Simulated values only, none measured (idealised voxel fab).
The document below concerns the process module designated voxel capacitor over wiring.
This is section cut - it's 215 nm across, gridded in 5 nm square cells.
In what follows, cross-sections appear as grids of square cells, described through bands that run from the top down, where every band is one or more rows of cells. Per band: top height and bottom height in nm, followed by the left-to-right materials and their widths in nm; "all across" marks a single material spanning edge to edge, "empty" marks empty space. Heights are expressed relative to 0, this being the level below which the as-received wafer comprises one material exclusively. The lowest band is unbounded in the downward direction and is denoted as in "0 and below". With a width like "30->40", each row of cells in the band differs from the next by the same amount, the top row carrying the first number and the bottom row the second. Where the words "identical to before" appear for a step, the cross-section shows no cell changed by that step; every cell remained as before. Empty spaces counting at least 8 cells and having no open way to the top are listed in "Tabulated closed voids". The notation width x height at distance is used for each, the distance being from the left edge and all three values in nm. That trailing text on a step's line, after the settings, is the simulator's own remark on the step. What "overlay nm" on a step's line means: if the step has a mask, that mask lay this far to the right of its planned place, or, when the value is negative, to the left.
-- The following list gives the planned process steps
1. RECEIVE,material Si
2. CONFORMAL_DEP,material SiO2,thk nm 15
3. CONFORMAL_DEP,material SiN,thk nm 5
4. DIRECTIONAL_DEP,material SiO2,thk nm 25
5. PATTERN,tone open,mask id METAL_1,material resist,width nm 25,pitch nm 80,thk nm 15,overlay nm 0
6. DIRECTIONAL_ETCH,etch materials SiO2,depth nm 25
7. DIRECTIONAL_ETCH,etch materials SiN,depth nm 5
8. STRIP,etch materials resist
9. CONFORMAL_DEP,material TiN,thk nm 5
10. FILL_DEP,material W,thk nm 10
11. CMP,height nm 45
12. EPI,material Ru,thk nm 5
13. FILL_DEP,material SiCN,thk nm 5
14. DIRECTIONAL_DEP,material lowk,thk nm 15
15. PATTERN,tone open,mask id PLUG_1,material resist,width nm 15,thk nm 15,overlay nm 0
16. DIRECTIONAL_ETCH,etch materials lowk,depth nm 15
17. DIRECTIONAL_ETCH,etch materials SiCN,depth nm 5
18. STRIP,etch materials resist
19. EPI,material Ru,thk nm 10
20. EPI,material Ru,thk nm 10
21. DIRECTIONAL_DEP,material TiN,thk nm 5
22. DIRECTIONAL_DEP,material HfO2,thk nm 5
23. DIRECTIONAL_DEP,material TiN,thk nm 5
24. PATTERN,tone cover,mask id UPPER_PLATE,material resist,width nm 60,thk nm 20,overlay nm 0
25. DIRECTIONAL_ETCH,etch materials TiN,depth nm 5
26. DIRECTIONAL_ETCH,etch materials HfO2,depth nm 5
27. STRIP,etch materials resist
28. PATTERN,tone cover,mask id LOWER_PLATE,material resist,width nm 70,thk nm 20,overlay nm 0
29. DIRECTIONAL_ETCH,etch materials TiN,depth nm 5
30. STRIP,etch materials resist
31. FILL_DEP,material SiO2,thk nm 20
32. CMP,height nm 100
33. MASKED_ETCH,tone open,mask id PLUG_2,width nm 15,etch materials SiO2,depth nm 15,overlay nm 0
34. CONFORMAL_DEP,material TiN,thk nm 5
35. FILL_DEP,material Ru,thk nm 10
36. CMP,height nm 100
37. CONFORMAL_DEP,material SiCN,thk nm 5
Every wafer here starts from the same state; it is the step 37 thk nm that distinguishes them, and the value the plan gives belongs to the first wafer.
-- As-received cross-section, first of several wafers, post step 1
* 0 and below = Si all across
* Tabulated closed voids: none
-- Each row below is a wafer at the end of the module, listing for every material the number of cells it has gained (+) or lost (-) since it was received, followed by its closed voids
thk nm 5; +12 HfO2; +28 Ru; +112 SiCN; +33 SiN; +505 SiO2; +63 TiN; +30 W; +120 lowk; Tabulated closed voids: none
thk nm 10; +12 HfO2; +28 Ru; +155 SiCN; +33 SiN; +505 SiO2; +63 TiN; +30 W; +120 lowk; Tabulated closed voids: none
thk nm 15; +12 HfO2; +28 Ru; +198 SiCN; +33 SiN; +505 SiO2; +63 TiN; +30 W; +120 lowk; Tabulated closed voids: none
thk nm 20; +12 HfO2; +28 Ru; +241 SiCN; +33 SiN; +505 SiO2; +63 TiN; +30 W; +120 lowk; Tabulated closed voids: none
